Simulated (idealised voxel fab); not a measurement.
Title: Process Module voxel self aligned contacts
FYI the section here is cut, 285 nm wide, cells are 5 nm squares.
Each cross-section below is a grid of square cells, stated as bands in top-down order, with one or more rows of cells making up each band. It is stipulated that each band's entry specify, in nanometres, the height of the top of the band and then that of its bottom, followed by the materials of the band in left-to-right sequence, each together with its width in nanometres. A single material marked by the word "edge to edge" is understood to fill the band from edge to edge; the word "air" is understood to denote empty space. Height 0 is the level under which the wafer as received is all one material. The lowest band goes on downwards, as in "top 0, no bottom". Graded width ("30..40"): value in top row of band = first number; value in bottom row = second number; row-to-row change constant. It should be understood that the words "identical to before", when stated for a given step, signify that the cross-section underwent no change in any of its cells during that step. Closed empty spaces (no open way to the top) of 8 cells or more are what "Sealed void list" lists, each as width x height at distance from the left edge, nm for all three. If you see something after the settings on a step's line, that's the simulator's own remark about that step. "overlay nm" on a masked step: distance the mask lay right of its planned place, negative for left. Note: before/after cross-section pairs follow, one process step per pair, after-side truncated at the lowest changed band, step and settings given beneath. Different runs of this module on the same starting wafer may supply the pairs; a pair continues the one above only where the "Before this step" entry says so.
## Before this step
top 45, bottom 40 | SiO2 edge to edge
top 40, bottom 25 | 70 nm SiO2  35 nm SiN  20 nm SiO2  35 nm SiN  20 nm SiO2  35 nm SiN  70 nm SiO2
top 25, bottom 0 | 70 nm SiO2  5 nm SiN  25 nm polySi  5 nm SiN  20 nm SiO2  5 nm SiN  25 nm polySi  5 nm SiN  20 nm SiO2  5 nm SiN  25 nm polySi  5 nm SiN  70 nm SiO2
top 0, bottom -5 | SiO2 edge to edge
top -5, no bottom | Si edge to edge
Sealed void list: none
## Resulting Structure
top 45, bottom 40 | 95 nm air  40 nm SiO2  15 nm air  40 nm SiO2  95 nm air
top 40, bottom 25 | 70 nm air  35 nm SiN  20 nm SiO2  35 nm SiN  20 nm SiO2  35 nm SiN  70 nm air
top 25, bottom 0 | 70 nm air  5 nm SiN  25 nm polySi  5 nm SiN  20 nm SiO2  5 nm SiN  25 nm polySi  5 nm SiN  20 nm SiO2  5 nm SiN  25 nm polySi  5 nm SiN  70 nm air
top 0, bottom -5 | 70 nm air  145 nm SiO2  70 nm air
Below -5 it's all the same as before, nothing changed down there.
Sealed void list: none
Q: step between the cross-sections above? A: MASKED_ETCH,tone cover,mask id CONTACT,width nm 40,pitch nm 55,etch materials SiO2,depth nm 50,overlay nm 0
Before this step: The structure entering this step is exactly what the pair just above shows after its step.
## Resulting Structure
top 50, bottom 45 | 90 nm air  50 nm TiN  5 nm air  50 nm TiN  90 nm air
top 45, bottom 40 | 65 nm air  30 nm TiN  40 nm SiO2  15 nm TiN  40 nm SiO2  30 nm TiN  65 nm air
top 40, bottom 25 | 65 nm air  5 nm TiN  35 nm SiN  20 nm SiO2  35 nm SiN  20 nm SiO2  35 nm SiN  5 nm TiN  65 nm air
top 25, bottom 0 | 65 nm air  5 nm TiN  5 nm SiN  25 nm polySi  5 nm SiN  20 nm SiO2  5 nm SiN  25 nm polySi  5 nm SiN  20 nm SiO2  5 nm SiN  25 nm polySi  5 nm SiN  5 nm TiN  65 nm air
top 0, bottom -5 | 70 nm TiN  145 nm SiO2  70 nm TiN
Below -5 it's all the same as before, nothing changed down there.
Sealed void list: none
Q: step between the cross-sections above? A: CONFORMAL_DEP,material TiN,thk nm 5
Before this step: The structure entering this step is exactly what the pair just above shows after its step.
## Resulting Structure
top 55, bottom 50 | W edge to edge
top 50, bottom 45 | 90 nm W  50 nm TiN  5 nm W  50 nm TiN  90 nm W
top 45, bottom 40 | 65 nm W  30 nm TiN  40 nm SiO2  15 nm TiN  40 nm SiO2  30 nm TiN  65 nm W
top 40, bottom 25 | 65 nm W  5 nm TiN  35 nm SiN  20 nm SiO2  35 nm SiN  20 nm SiO2  35 nm SiN  5 nm TiN  65 nm W
top 25, bottom 0 | 65 nm W  5 nm TiN  5 nm SiN  25 nm polySi  5 nm SiN  20 nm SiO2  5 nm SiN  25 nm polySi  5 nm SiN  20 nm SiO2  5 nm SiN  25 nm polySi  5 nm SiN  5 nm TiN  65 nm W
Below 0 it's all the same as before, nothing changed down there.
Sealed void list: none
Q: step between the cross-sections above? A: FILL_DEP,material W,thk nm 5
Before this step: The structure entering this step is exactly what the pair just above shows after its step.
## Resulting Structure
top 45, bottom 40 | 65 nm W  30 nm TiN  40 nm SiO2  15 nm TiN  40 nm SiO2  30 nm TiN  65 nm W
Below 40 it's all the same as before, nothing changed down there.
Sealed void list: none
Q: step between the cross-sections above? A: CMP,height nm 45
Before this step: The structure entering this step is exactly what the pair just above shows after its step.
## Resulting Structure
top 50, bottom 45 | SiN edge to edge
Below 45 it's all the same as before, nothing changed down there.
Sealed void list: none
Q: step between the cross-sections above? A: CONFORMAL_DEP,material SiN,thk nm 5
